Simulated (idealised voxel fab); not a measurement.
You're looking at the process module voxel wiring stack.
We display cut, a cross-section 220 nm in width whose square cells are each 5 nm.
If you're reading a cross-section in this doc, picture square cells in a grid; it comes to you as bands, top ones listed first down to the bottom, and a band can be one or more rows of cells. The band entry comprises the height of the band's top followed by the height of its bottom, expressed in nm, and subsequently the band's materials from left to right, each stated together with its width in nm. Where a single material is marked with the word "all across", that material fills the band from edge to edge. The word "empty" represents empty space. Convention: height 0 is the level below which the wafer, as received, is all one material. The lowest band does not terminate at the bottom but continues downward, represented as "0 nm and below". Graded width ("30..40"): value in top row of band = first number; value in bottom row = second number; row-to-row change constant. When a step is marked "nothing got changed", none of the cells in the cross-section changed during that step. What "Closed-off voids" gives you is every empty space of 8 cells or more that is cut off from the top. Each appears as width x height at distance, with the distance taken from the left edge and width, height and distance all in nm. Whatever follows a step's settings on its line is a remark the simulator itself makes about that step. What "overlay nm" on a step's line means: if the step has a mask, that mask lay this far to the right of its planned place, or, when the value is negative, to the left.
The following list gives the planned process steps:
step 1: RECEIVE,material Si
step 2: CONFORMAL_DEP,material SiO2,thk nm 15
step 3: CONFORMAL_DEP,material SiN,thk nm 5
step 4: DIRECTIONAL_DEP,material SiO2,thk nm 15
step 5: DIRECTIONAL_DEP,material aC,thk nm 15
step 6: PATTERN,tone open,mask id METAL_1,material resist,width nm 30,pitch nm 45,thk nm 30,overlay nm 0
step 7: DIRECTIONAL_ETCH,etch materials aC,depth nm 15
step 8: STRIP,etch materials resist
step 9: DIRECTIONAL_ETCH,etch materials SiO2,depth nm 15
step 10: DIRECTIONAL_ETCH,etch materials SiN,depth nm 5
step 11: STRIP,etch materials aC
step 12: CONFORMAL_DEP,material TiN,thk nm 5
step 13: FILL_DEP,material Cu,thk nm 5
step 14: CMP,height nm 35
step 15: EPI,material Ru,thk nm 5
step 16: FILL_DEP,material SiCN,thk nm 5
step 17: DIRECTIONAL_DEP,material SiO2,thk nm 30
step 18: DIRECTIONAL_DEP,material aC,thk nm 10
step 19: PATTERN,tone open,mask id METAL_2,material resist,width nm 30,pitch nm 45,thk nm 25,overlay nm 0
step 20: DIRECTIONAL_ETCH,etch materials aC,depth nm 10
step 21: STRIP,etch materials resist
step 22: DIRECTIONAL_ETCH,etch materials SiO2,depth nm 20
step 23: STRIP,etch materials aC
step 24: DIRECTIONAL_DEP,material aC,thk nm 10
step 25: PATTERN,tone open,mask id METAL_2_HOLES,material resist,width nm 15,pitch nm 45,thk nm 30,overlay nm 0
step 26: DIRECTIONAL_ETCH,etch materials aC,depth nm 10
step 27: STRIP,etch materials resist
step 28: DIRECTIONAL_ETCH,etch materials SiO2,depth nm 10
step 29: DIRECTIONAL_ETCH,etch materials SiCN,depth nm 5
step 30: STRIP,etch materials aC
step 31: CONFORMAL_DEP,material TiN,thk nm 5
step 32: FILL_DEP,material Cu,thk nm 5
step 33: CMP,height nm 75
step 34: CONFORMAL_DEP,material SiCN,thk nm 5
step 35: DIRECTIONAL_DEP,material lowk,thk nm 30
step 36: DIRECTIONAL_DEP,material aC,thk nm 10
step 37: PATTERN,tone open,mask id METAL_3_HOLES,material resist,width nm 15,pitch nm 90,thk nm 25,overlay nm 0
step 38: DIRECTIONAL_ETCH,etch materials aC,depth nm 10
step 39: STRIP,etch materials resist
step 40: DIRECTIONAL_ETCH,etch materials lowk,depth nm 30
step 41: STRIP,etch materials aC
step 42: PATTERN,tone open,mask id METAL_3,material resist,width nm 30,pitch nm 45,thk nm 20,overlay nm 0
step 43: DIRECTIONAL_ETCH,etch materials lowk,depth nm 20
step 44: DIRECTIONAL_ETCH,etch materials SiCN,depth nm 5
step 45: STRIP,etch materials resist
step 46: CONFORMAL_DEP,material TiN,thk nm 5
step 47: FILL_DEP,material Ru,thk nm 5
step 48: CMP,height nm 110
step 49: CONFORMAL_DEP,material SiCN,thk nm 5
step 50: DIRECTIONAL_DEP,material lowk,thk nm 15
step 51: DIRECTIONAL_DEP,material aC,thk nm 15
step 52: PATTERN,tone open,mask id PLUG_3,material resist,width nm 15,pitch nm 45,thk nm 30,overlay nm 0
step 53: DIRECTIONAL_ETCH,etch materials aC,depth nm 15
step 54: STRIP,etch materials resist
step 55: DIRECTIONAL_ETCH,etch materials lowk,depth nm 15
step 56: DIRECTIONAL_ETCH,etch materials SiCN,depth nm 5
step 57: STRIP,etch materials aC
step 58: CONFORMAL_DEP,material TiN,thk nm 5
step 59: FILL_DEP,material W,thk nm 5
step 60: CMP,height nm 130
step 61: DIRECTIONAL_DEP,material TiN,thk nm 5
step 62: DIRECTIONAL_DEP,material W,thk nm 25
step 63: PATTERN,tone cover,mask id METAL_4,material resist,width nm 30,pitch nm 45,thk nm 15,overlay nm 0
step 64: DIRECTIONAL_ETCH,etch materials W,depth nm 25
step 65: DIRECTIONAL_ETCH,etch materials TiN,depth nm 5
step 66: STRIP,etch materials resist
step 67: FILL_DEP,material SiO2,thk nm 10
step 68: CMP,height nm 160
step 69: CONFORMAL_DEP,material SiN,thk nm 5
Delivered wafer in cross-section: state after step 1:
* 0 nm and below: Si all across
* Closed-off voids: none
The module was run from the start shown above using the plan shown above, but one mistake was made doing it; the resulting wafer cross-section is below:
* 165 nm to 160 nm: SiN all across
* 160 nm to 135 nm: SiO2=25  W=30  SiO2=15  W=30  SiO2=15  W=30  SiO2=15  W=30  SiO2=30
* 135 nm to 130 nm: SiO2=25  TiN=30  SiO2=15  TiN=30  SiO2=15  TiN=30  SiO2=15  TiN=30  SiO2=30
* 130 nm to 115 nm: lowk=25  TiN=5  W=5  TiN=5  lowk=30  TiN=5  W=5  TiN=5  lowk=30  TiN=5  W=5  TiN=5  lowk=30  TiN=5  W=5  TiN=5  lowk=45
* 115 nm to 110 nm: SiCN=25  TiN=15  SiCN=30  TiN=15  SiCN=30  TiN=15  SiCN=30  TiN=15  SiCN=45
* 110 nm to 95 nm: lowk=25  TiN=5  Ru=20  TiN=5  lowk=15  TiN=5  Ru=20  TiN=5  lowk=15  TiN=5  Ru=20  TiN=5  lowk=15  TiN=5  Ru=20  TiN=5  lowk=30
* 95 nm to 90 nm: lowk=25  TiN=5  Ru=5  TiN=20  lowk=15  TiN=30  lowk=15  TiN=5  Ru=5  TiN=20  lowk=15  TiN=30  lowk=30
* 90 nm to 80 nm: lowk=25  TiN=5  Ru=5  TiN=5  lowk=75  TiN=5  Ru=5  TiN=5  lowk=90
* 80 nm to 75 nm: SiCN=25  TiN=15  SiCN=75  TiN=15  SiCN=90
* 75 nm to 60 nm: SiO2=25  TiN=5  Cu=20  TiN=5  SiO2=15  TiN=5  Cu=20  TiN=5  SiO2=15  TiN=5  Cu=20  TiN=5  SiO2=15  TiN=5  Cu=20  TiN=5  SiO2=30
* 60 nm to 55 nm: SiO2=25  TiN=5  Cu=5  TiN=20  SiO2=15  TiN=5  Cu=5  TiN=20  SiO2=15  TiN=5  Cu=5  TiN=20  SiO2=15  TiN=5  Cu=5  TiN=20  SiO2=30
* 55 nm to 45 nm: SiO2=25  TiN=5  Cu=5  TiN=5  SiO2=30  TiN=5  Cu=5  TiN=5  SiO2=30  TiN=5  Cu=5  TiN=5  SiO2=30  TiN=5  Cu=5  TiN=5  SiO2=45
* 45 nm to 40 nm: SiCN=25  TiN=15  SiCN=30  TiN=15  SiCN=30  TiN=15  SiCN=30  TiN=15  SiCN=45
* 40 nm to 35 nm: Ru=30  SiCN=20  Ru=25  SiCN=20  Ru=25  SiCN=20  Ru=25  SiCN=20  Ru=35
* 35 nm to 20 nm: Cu=20  TiN=5  SiO2=30  TiN=5  Cu=5  TiN=5  SiO2=30  TiN=5  Cu=5  TiN=5  SiO2=30  TiN=5  Cu=5  TiN=5  SiO2=30  TiN=5  Cu=25
* 20 nm to 15 nm: TiN=25  SiN=30  TiN=15  SiN=30  TiN=15  SiN=30  TiN=15  SiN=30  TiN=30
* 15 nm to 0 nm: SiO2 all across
* 0 nm and below: Si all across
* Closed-off voids: none
Deviation from plan: step 6 was not run as planned; what actually ran was PATTERN,tone cover,mask id METAL_1,material resist,width nm 30,pitch nm 45,thk nm 30,overlay nm 0
